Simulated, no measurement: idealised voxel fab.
This is a process module. Its name is voxel gate over fins.
Shown is cross-section cut, with a width of 270 nm and square cells of size 5 nm.
The cross-sections in this document take the form of a grid made of square cells. They are written out as bands, in order from top to bottom. Each band consists of one or more rows of cells. Heights first: top, then bottom, in nm. Then materials, left to right, each with a width in nm. "everywhere" on a single material: fills the band edge to edge. "empty": empty space. We count height from 0. Below that, the starting wafer is all one material. The lowest band never ends at the bottom but goes on down; see "z 0 and below" for how that is written. It should be noted that a width expressed as "30->40" varies in equal increments from row to row of cells within the band, taking the value of the first number at the top row and that of the second number at the bottom row. Any step labelled "nothing got changed" changed none of the cells in the cross-section. Each empty space that has no open way to the top and spans at least 8 cells appears under "Closed void list" as width x height at distance, the distance counted from the left edge, all in nm. Post-settings text on a step line: simulator's own remark regarding the step. Among the settings permitted on a step's line is "overlay nm"; applied to a step with a mask, it specifies the extent to which the mask lay to the right of its planned position, whereas a negative figure signifies a position to the left.
-- So here's the lineup of process steps we planned
| 1 | RECEIVE | material Si |
| 2 | CONFORMAL_DEP | material SiN | thk nm 5 |
| 3 | DIRECTIONAL_DEP | material aC | thk nm 10 |
| 4 | PATTERN | tone cover | mask id FINS | material resist | width nm 15 | pitch nm 50 | thk nm 30 | overlay nm 0 |
| 5 | DIRECTIONAL_ETCH | etch materials aC | depth nm 10 |
| 6 | STRIP | etch materials resist |
| 7 | DIRECTIONAL_ETCH | etch materials SiN | depth nm 5 |
| 8 | DIRECTIONAL_ETCH | etch materials Si | depth nm 40 |
| 9 | STRIP | etch materials aC |
| 10 | FILL_DEP | material SiO2 | thk nm 5 |
| 11 | CMP | height nm 5 |
| 12 | PATTERN | tone open | mask id RAIL | material resist | width nm 15 | thk nm 20 | overlay nm 0 |
| 13 | DIRECTIONAL_ETCH | etch materials SiO2 | depth nm 40 |
| 14 | STRIP | etch materials resist |
| 15 | CONFORMAL_DEP | material TiN | thk nm 5 |
| 16 | FILL_DEP | material W | thk nm 5 |
| 17 | CMP | height nm 5 |
| 18 | SELECTIVE_ETCH | etch materials W Ru TiN | depth nm 20 |
| 19 | FILL_DEP | material SiO2 | thk nm 5 |
| 20 | CMP | height nm 5 |
| 21 | SELECTIVE_ETCH | etch materials SiO2 | depth nm 15 |
| 22 | STRIP | etch materials SiN |
| 23 | CONFORMAL_DEP | material HfO2 | thk nm 5 |
| 24 | CONFORMAL_DEP | material TiN | thk nm 5 |
| 25 | FILL_DEP | material W | thk nm 10 |
| 26 | CMP | height nm 15 |
| 27 | CONFORMAL_DEP | material SiCN | thk nm 5 |
-- The first wafer of two, processed as planned
-- Wafer cross-section on receipt, i.e. after step 1
  z 0 and below: Si everywhere
  Closed void list: none
-- After step 2: wafer cross-section
  z 5 to 0: SiN everywhere
  Unchanged below 0.
-- After step 3: wafer cross-section
  z 15 to 5: aC everywhere
  Unchanged below 5.
-- After step 4: wafer cross-section
  z 45 to 15: empty 100 nm / resist 15 nm / empty 35 nm / resist 15 nm / empty 105 nm
  Unchanged below 15.
-- After step 5: wafer cross-section
  z 35 to 15: empty 100 nm / resist 15 nm / empty 35 nm / resist 15 nm / empty 105 nm
  z 15 to 5: empty 100 nm / aC 15 nm / empty 35 nm / aC 15 nm / empty 105 nm
  Unchanged below 5.
-- After step 6: wafer cross-section
  z 15 to 5: empty 100 nm / aC 15 nm / empty 35 nm / aC 15 nm / empty 105 nm
  Unchanged below 5.
-- After step 7: wafer cross-section
  z 15 to 5: empty 100 nm / aC 15 nm / empty 35 nm / aC 15 nm / empty 105 nm
  z 5 to 0: empty 100 nm / SiN 15 nm / empty 35 nm / SiN 15 nm / empty 105 nm
  Unchanged below 0.
-- After step 8: wafer cross-section
  z 15 to 5: empty 100 nm / aC 15 nm / empty 35 nm / aC 15 nm / empty 105 nm
  z 5 to 0: empty 100 nm / SiN 15 nm / empty 35 nm / SiN 15 nm / empty 105 nm
  z 0 to -40: empty 100 nm / Si 15 nm / empty 35 nm / Si 15 nm / empty 105 nm
  Unchanged below -40.
-- After step 9: wafer cross-section
  z 5 to 0: empty 100 nm / SiN 15 nm / empty 35 nm / SiN 15 nm / empty 105 nm
  Unchanged below 0.
-- After step 10: wafer cross-section
  z 10 to 5: SiO2 everywhere
  z 5 to 0: SiO2 100 nm / SiN 15 nm / SiO2 35 nm / SiN 15 nm / SiO2 105 nm
  z 0 to -40: SiO2 100 nm / Si 15 nm / SiO2 35 nm / Si 15 nm / SiO2 105 nm
  Unchanged below -40.
-- After step 11: wafer cross-section
  z 5 to 0: SiO2 100 nm / SiN 15 nm / SiO2 35 nm / SiN 15 nm / SiO2 105 nm
  Unchanged below 0.
-- After step 12: wafer cross-section
  z 25 to 5: resist 125 nm / empty 15 nm / resist 130 nm
  Unchanged below 5.
-- After step 13: wafer cross-section
  z 25 to 5: resist 125 nm / empty 15 nm / resist 130 nm
  z 5 to 0: SiO2 100 nm / SiN 15 nm / SiO2 10 nm / empty 15 nm / SiO2 10 nm / SiN 15 nm / SiO2 105 nm
  z 0 to -35: SiO2 100 nm / Si 15 nm / SiO2 10 nm / empty 15 nm / SiO2 10 nm / Si 15 nm / SiO2 105 nm
  Unchanged below -35.
-- After step 14: wafer cross-section
  z 5 to 0: SiO2 100 nm / SiN 15 nm / SiO2 10 nm / empty 15 nm / SiO2 10 nm / SiN 15 nm / SiO2 105 nm
  Unchanged below 0.
-- After step 15: wafer cross-section
  z 10 to 5: TiN 130 nm / empty 5 nm / TiN 135 nm
  z 5 to 0: SiO2 100 nm / SiN 15 nm / SiO2 10 nm / TiN 5 nm / empty 5 nm / TiN 5 nm / SiO2 10 nm / SiN 15 nm / SiO2 105 nm
  z 0 to -30: SiO2 100 nm / Si 15 nm / SiO2 10 nm / TiN 5 nm / empty 5 nm / TiN 5 nm / SiO2 10 nm / Si 15 nm / SiO2 105 nm
  z -30 to -35: SiO2 100 nm / Si 15 nm / SiO2 10 nm / TiN 15 nm / SiO2 10 nm / Si 15 nm / SiO2 105 nm
  Unchanged below -35.
-- After step 16: wafer cross-section
  z 15 to 10: W everywhere
  z 10 to 5: TiN 130 nm / W 5 nm / TiN 135 nm
  z 5 to 0: SiO2 100 nm / SiN 15 nm / SiO2 10 nm / TiN 5 nm / W 5 nm / TiN 5 nm / SiO2 10 nm / SiN 15 nm / SiO2 105 nm
  z 0 to -30: SiO2 100 nm / Si 15 nm / SiO2 10 nm / TiN 5 nm / W 5 nm / TiN 5 nm / SiO2 10 nm / Si 15 nm / SiO2 105 nm
  Unchanged below -30.
-- After step 17: wafer cross-section
  z 5 to 0: SiO2 100 nm / SiN 15 nm / SiO2 10 nm / TiN 5 nm / W 5 nm / TiN 5 nm / SiO2 10 nm / SiN 15 nm / SiO2 105 nm
  Unchanged below 0.
-- After step 18: wafer cross-section
  z 5 to 0: SiO2 100 nm / SiN 15 nm / SiO2 10 nm / empty 15 nm / SiO2 10 nm / SiN 15 nm / SiO2 105 nm
  z 0 to -15: SiO2 100 nm / Si 15 nm / SiO2 10 nm / empty 15 nm / SiO2 10 nm / Si 15 nm / SiO2 105 nm
  Unchanged below -15.
-- After step 19: wafer cross-section
  z 10 to 5: SiO2 everywhere
  z 5 to 0: SiO2 100 nm / SiN 15 nm / SiO2 35 nm / SiN 15 nm / SiO2 105 nm
  z 0 to -15: SiO2 100 nm / Si 15 nm / SiO2 35 nm / Si 15 nm / SiO2 105 nm
  Unchanged below -15.
-- After step 20: wafer cross-section
  z 5 to 0: SiO2 100 nm / SiN 15 nm / SiO2 35 nm / SiN 15 nm / SiO2 105 nm
  Unchanged below 0.
-- After step 21: wafer cross-section
  z 5 to 0: empty 100 nm / SiN 15 nm / empty 35 nm / SiN 15 nm / empty 105 nm
  z 0 to -10: empty 100 nm / Si 15 nm / empty 35 nm / Si 15 nm / empty 105 nm
  Unchanged below -10.
-- After step 22: wafer cross-section
  z 0 to -10: empty 100 nm / Si 15 nm / empty 35 nm / Si 15 nm / empty 105 nm
  Unchanged below -10.
-- After step 23: wafer cross-section
  z 5 to 0: empty 95 nm / HfO2 25 nm / empty 25 nm / HfO2 25 nm / empty 100 nm
  z 0 to -5: empty 95 nm / HfO2 5 nm / Si 15 nm / HfO2 5 nm / empty 25 nm / HfO2 5 nm / Si 15 nm / HfO2 5 nm / empty 100 nm
  z -5 to -10: HfO2 100 nm / Si 15 nm / HfO2 35 nm / Si 15 nm / HfO2 105 nm
  Unchanged below -10.
-- After step 24: wafer cross-section
  z 10 to 5: empty 90 nm / TiN 35 nm / empty 15 nm / TiN 35 nm / empty 95 nm
  z 5 to 0: empty 90 nm / TiN 5 nm / HfO2 25 nm / TiN 5 nm / empty 15 nm / TiN 5 nm / HfO2 25 nm / TiN 5 nm / empty 95 nm
  z 0 to -5: TiN 95 nm / HfO2 5 nm / Si 15 nm / HfO2 5 nm / TiN 25 nm / HfO2 5 nm / Si 15 nm / HfO2 5 nm / TiN 100 nm
  Unchanged below -5.
-- After step 25: wafer cross-section
  z 20 to 10: W everywhere
  z 10 to 5: W 90 nm / TiN 35 nm / W 15 nm / TiN 35 nm / W 95 nm
  z 5 to 0: W 90 nm / TiN 5 nm / HfO2 25 nm / TiN 5 nm / W 15 nm / TiN 5 nm / HfO2 25 nm / TiN 5 nm / W 95 nm
  Unchanged below 0.
-- After step 26: wafer cross-section
  z 15 to 10: W everywhere
  Unchanged below 10.
-- After step 27: wafer cross-section
  z 20 to 15: SiCN everywhere
  Unchanged below 15.
-- The Second Wafer: Common Origin and Plan, One Mistake in Execution, Identical to the First Through Step 3
-- Second wafer profile in section, at the moment step 4 of the plan was meant to be complete
  z 45 to 15: resist 100 nm / empty 15 nm / resist 35 nm / empty 15 nm / resist 105 nm
  Unchanged below 15.
-- Second wafer profile in section, at the moment step 5 of the plan was meant to be complete
  z 35 to 15: resist 100 nm / empty 15 nm / resist 35 nm / empty 15 nm / resist 105 nm
  z 15 to 5: aC 100 nm / empty 15 nm / aC 35 nm / empty 15 nm / aC 105 nm
  Unchanged below 5.
-- Second wafer profile in section, at the moment step 6 of the plan was meant to be complete
  z 15 to 5: aC 100 nm / empty 15 nm / aC 35 nm / empty 15 nm / aC 105 nm
  Unchanged below 5.
-- Second wafer profile in section, at the moment step 7 of the plan was meant to be complete
  z 15 to 5: aC 100 nm / empty 15 nm / aC 35 nm / empty 15 nm / aC 105 nm
  z 5 to 0: SiN 100 nm / empty 15 nm / SiN 35 nm / empty 15 nm / SiN 105 nm
  Unchanged below 0.
-- Second wafer profile in section, at the moment step 8 of the plan was meant to be complete
  z 15 to 5: aC 100 nm / empty 15 nm / aC 35 nm / empty 15 nm / aC 105 nm
  z 5 to 0: SiN 100 nm / empty 15 nm / SiN 35 nm / empty 15 nm / SiN 105 nm
  z 0 to -40: Si 100 nm / empty 15 nm / Si 35 nm / empty 15 nm / Si 105 nm
  Unchanged below -40.
-- Second wafer profile in section, at the moment step 9 of the plan was meant to be complete
  z 5 to 0: SiN 100 nm / empty 15 nm / SiN 35 nm / empty 15 nm / SiN 105 nm
  Unchanged below 0.
-- Second wafer profile in section, at the moment step 10 of the plan was meant to be complete
  z 10 to 5: SiO2 everywhere
  z 5 to 0: SiN 100 nm / SiO2 15 nm / SiN 35 nm / SiO2 15 nm / SiN 105 nm
  z 0 to -40: Si 100 nm / SiO2 15 nm / Si 35 nm / SiO2 15 nm / Si 105 nm
  Unchanged below -40.
-- Second wafer profile in section, at the moment step 11 of the plan was meant to be complete
  z 5 to 0: SiN 100 nm / SiO2 15 nm / SiN 35 nm / SiO2 15 nm / SiN 105 nm
  Unchanged below 0.
-- Second wafer profile in section, at the moment step 12 of the plan was meant to be complete
  z 25 to 5: resist 125 nm / empty 15 nm / resist 130 nm
  Unchanged below 5.
Second wafer profile in section, at the moment step 13 of the plan was meant to be complete: nothing got changed
-- Second wafer profile in section, at the moment step 14 of the plan was meant to be complete
  z 5 to 0: SiN 100 nm / SiO2 15 nm / SiN 35 nm / SiO2 15 nm / SiN 105 nm
  Unchanged below 0.
-- Second wafer profile in section, at the moment step 15 of the plan was meant to be complete
  z 10 to 5: TiN everywhere
  Unchanged below 5.
-- Second wafer profile in section, at the moment step 16 of the plan was meant to be complete
  z 15 to 10: W everywhere
  Unchanged below 10.
-- Second wafer profile in section, at the moment step 17 of the plan was meant to be complete
  z 5 to 0: SiN 100 nm / SiO2 15 nm / SiN 35 nm / SiO2 15 nm / SiN 105 nm
  Unchanged below 0.
Second wafer profile in section, at the moment step 18 of the plan was meant to be complete: nothing got changed
-- Second wafer profile in section, at the moment step 19 of the plan was meant to be complete
  z 10 to 5: SiO2 everywhere
  Unchanged below 5.
-- Second wafer profile in section, at the moment step 20 of the plan was meant to be complete
  z 5 to 0: SiN 100 nm / SiO2 15 nm / SiN 35 nm / SiO2 15 nm / SiN 105 nm
  Unchanged below 0.
-- Second wafer profile in section, at the moment step 21 of the plan was meant to be complete
  z 5 to 0: SiN 100 nm / empty 15 nm / SiN 35 nm / empty 15 nm / SiN 105 nm
  z 0 to -10: Si 100 nm / empty 15 nm / Si 35 nm / empty 15 nm / Si 105 nm
  Unchanged below -10.
-- Second wafer profile in section, at the moment step 22 of the plan was meant to be complete
  z 0 to -10: Si 100 nm / empty 15 nm / Si 35 nm / empty 15 nm / Si 105 nm
  Unchanged below -10.
-- Second wafer profile in section, at the moment step 23 of the plan was meant to be complete
  z 5 to 0: HfO2 105 nm / empty 5 nm / HfO2 45 nm / empty 5 nm / HfO2 110 nm
  z 0 to -5: Si 100 nm / HfO2 5 nm / empty 5 nm / HfO2 5 nm / Si 35 nm / HfO2 5 nm / empty 5 nm / HfO2 5 nm / Si 105 nm
  z -5 to -10: Si 100 nm / HfO2 15 nm / Si 35 nm / HfO2 15 nm / Si 105 nm
  Unchanged below -10.
-- Second wafer profile in section, at the moment step 24 of the plan was meant to be complete
  z 10 to 5: TiN everywhere
  z 5 to 0: HfO2 105 nm / TiN 5 nm / HfO2 45 nm / TiN 5 nm / HfO2 110 nm
  z 0 to -5: Si 100 nm / HfO2 5 nm / TiN 5 nm / HfO2 5 nm / Si 35 nm / HfO2 5 nm / TiN 5 nm / HfO2 5 nm / Si 105 nm
  Unchanged below -5.
-- Second wafer profile in section, at the moment step 25 of the plan was meant to be complete
  z 20 to 10: W everywhere
  Unchanged below 10.
-- Second wafer profile in section, at the moment step 26 of the plan was meant to be complete
  z 15 to 10: W everywhere
  Unchanged below 10.
-- Second wafer profile in section, at the moment step 27 of the plan was meant to be complete
  z 20 to 15: SiCN everywhere
  Unchanged below 15.
Run error: step 4 ran differently from the plan; actual operation with settings: PATTERN | tone open | mask id FINS | material resist | width nm 15 | pitch nm 50 | thk nm 30 | overlay nm 0
Cell-count delta at end, second wafer over first, by material: Si +336, SiO2 -240, TiN -13, W -83
